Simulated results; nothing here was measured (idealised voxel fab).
process module | voxel ribs on slabs
cross-section cut | 145 nm wide | cells 5 nm
A cross-section is a grid of square cells, given in bands from the top down. A band is one or more rows of cells.
Each band's line starts with the height of the band's top and of its bottom, in nm. Then come its materials from left to right, each with its width in nm. One material with "throughout" fills the band from edge to edge. "air" is empty space.
Height 0 is the level under which the wafer as received is all one material. The lowest band goes on downwards, as in "0 down".
A width such as "30 to 40" changes by the same amount from each row of cells to the next, from the band's top row to its bottom row.
"no change" after a step means that no cell of the cross-section changed.
closed voids: empty space of 8 cells or more with no open way to the top, each as width x height at its distance from the left edge, in nm
after a step's settings: what the simulator itself notes on the step
overlay nm, on a step with a mask: how far to the right of its planned place the mask lay; to the left if negative
plan
1 op RECEIVE | material Si
2 op DIRECTIONAL_DEP | material SiO2 | thk nm 30
3 op DIRECTIONAL_DEP | material polySi | thk nm 20
4 op DIRECTIONAL_DEP | material aC | thk nm 15
5 op PATTERN | tone cover | mask id RIB | material resist | width nm 30 | thk nm 35 | overlay nm -15
6 op DIRECTIONAL_ETCH | etch materials aC | depth nm 15
7 op STRIP | etch materials resist
8 op DIRECTIONAL_ETCH | etch materials polySi | depth nm 15
9 op STRIP | etch materials aC
10 op PATTERN | tone cover | mask id SLAB | material resist | width nm 90 | thk nm 15 | overlay nm 0
11 op DIRECTIONAL_ETCH | etch materials polySi | depth nm 5
12 op STRIP | etch materials resist
13 op FILL_DEP | material SiO2 | thk nm 25
14 op CMP | height nm 70
15 op DIRECTIONAL_DEP | material TiN | thk nm 5
16 op PATTERN | tone cover | mask id HEATER | material resist | width nm 40 | thk nm 15 | overlay nm 0
17 op DIRECTIONAL_ETCH | etch materials TiN | depth nm 5
18 op STRIP | etch materials resist
19 op CONFORMAL_DEP | material SiO2 | thk nm 10
varied across the wafers: overlay nm of step 5. The plan shows the first wafer's value. All wafers start alike
first wafer as received, after step 1
  0 down: Si throughout
  closed voids: none
first wafer at the end, after step 19
  85 to 80: air 40 | SiO2 60 | air 45
  80 to 75: SiO2 throughout
  75 to 70: SiO2 50 | TiN 40 | SiO2 55
  70 to 50: SiO2 throughout
  50 to 35: SiO2 40 | polySi 30 | SiO2 75
  35 to 30: SiO2 25 | polySi 90 | SiO2 30
  30 to 0: SiO2 throughout
  0 down: Si throughout
  closed voids: none
last wafer at the end
  85 to 80: air 40 | SiO2 60 | air 45
  80 to 75: SiO2 throughout
  75 to 70: SiO2 50 | TiN 40 | SiO2 55
  70 to 50: SiO2 throughout
  50 to 35: SiO2 70 | polySi 30 | SiO2 45
  35 to 30: SiO2 25 | polySi 90 | SiO2 30
  30 to 0: SiO2 throughout
  0 down: Si throughout
  closed voids: none
each wafer at the end: cells of each material gained (+) or lost (-) since it was received, then its closed voids
overlay nm -15 | +432 SiO2 | +8 TiN | +36 polySi | closed voids: none
overlay nm -10 | +432 SiO2 | +8 TiN | +36 polySi | closed voids: none
overlay nm -5 | +432 SiO2 | +8 TiN | +36 polySi | closed voids: none
overlay nm 0 | +432 SiO2 | +8 TiN | +36 polySi | closed voids: none
overlay nm 5 | +432 SiO2 | +8 TiN | +36 polySi | closed voids: none
overlay nm 10 | +432 SiO2 | +8 TiN | +36 polySi | closed voids: none
overlay nm 15 | +432 SiO2 | +8 TiN | +36 polySi | closed voids: none
